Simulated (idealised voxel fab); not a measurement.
Process module name: voxel air gaps
Xsec cut, 215 nm wide, square cell size 5 nm.
Square cells in a grid make up a cross-section in this document, and the grid is given as bands, listed from the top down, each one or more rows of cells. Top height, bottom height, nm. Materials left to right, width each, nm. Single material + "all across" = fills band edge to edge. "air" = empty. For the purposes of this specification, 0 denotes the height below which the wafer in its as-received condition is composed wholly of one material, and the lowermost band, lacking a lower limit, extends downward without end, as expressed in "from 0 down". A two-number width, for instance "30 to 40", indicates that the width is equal to the first number in the top row of the band and to the second number in the bottom row, and that it changes by a constant amount per row of cells. What does "everything unchanged" mean for a step? It means no cell of the cross-section changed in that step. So "Sealed void listing" is basically the list of trapped voids: any empty space of 8 cells or more that can't reach the top through an opening. They're written width x height at distance, the distance being from the left edge, and it's all nm. Step line, after settings: the simulator's comment on this step. overlay nm: for a step with a mask, the amount by which the mask lay right of where it was planned; a negative amount means left of it.

The steps planned for the process are as follows
1) RECEIVE, material Si
2) CONFORMAL_DEP, material SiO2, thk nm 15
3) CONFORMAL_DEP, material SiCN, thk nm 5
4) DIRECTIONAL_DEP, material SiO2, thk nm 30
5) PATTERN, tone open, mask id LINES, material resist, width nm 15, pitch nm 45, thk nm 20, overlay nm -15
6) DIRECTIONAL_ETCH, etch materials SiO2, depth nm 30
7) STRIP, etch materials resist
8) CONFORMAL_DEP, material TiN, thk nm 5
9) FILL_DEP, material W, thk nm 5
10) CMP, height nm 50
11) EPI, material Ru, thk nm 10
12) SELECTIVE_ETCH, etch materials SiO2, depth nm 40
13) CONFORMAL_DEP, material SiCN, thk nm 5
Variable across wafers: step 5 overlay nm (plan value is that of the first wafer; starting state common to all).

Cross-section of the first of several wafers as received (after step 1)
- from 0 down: Si all across
- Sealed void listing: none

Each row below is a wafer at the end of the module, listing for every material the number of cells it has gained (+) or lost (-) since it was received, followed by its closed voids
overlay nm -15 | +56 Ru | +182 SiCN | +129 SiO2 | +52 TiN | +20 W | Sealed void listing: 10 x 20 at 0; 20 x 20 at 35; 20 x 20 at 80; 20 x 20 at 125
overlay nm -10 | +56 Ru | +182 SiCN | +129 SiO2 | +52 TiN | +20 W | Sealed void listing: 20 x 20 at 40; 20 x 20 at 85; 20 x 20 at 130
overlay nm -5 | +56 Ru | +182 SiCN | +129 SiO2 | +52 TiN | +20 W | Sealed void listing: 20 x 20 at 45; 20 x 20 at 90; 20 x 20 at 135
overlay nm 0 | +56 Ru | +182 SiCN | +129 SiO2 | +52 TiN | +20 W | Sealed void listing: 20 x 20 at 50; 20 x 20 at 95; 20 x 20 at 140
overlay nm 5 | +56 Ru | +182 SiCN | +129 SiO2 | +52 TiN | +20 W | Sealed void listing: 20 x 20 at 55; 20 x 20 at 100; 20 x 20 at 145
overlay nm 10 | +56 Ru | +182 SiCN | +129 SiO2 | +52 TiN | +20 W | Sealed void listing: 20 x 20 at 60; 20 x 20 at 105; 20 x 20 at 150
overlay nm 15 | +56 Ru | +182 SiCN | +129 SiO2 | +52 TiN | +20 W | Sealed void listing: 20 x 20 at 65; 20 x 20 at 110; 20 x 20 at 155
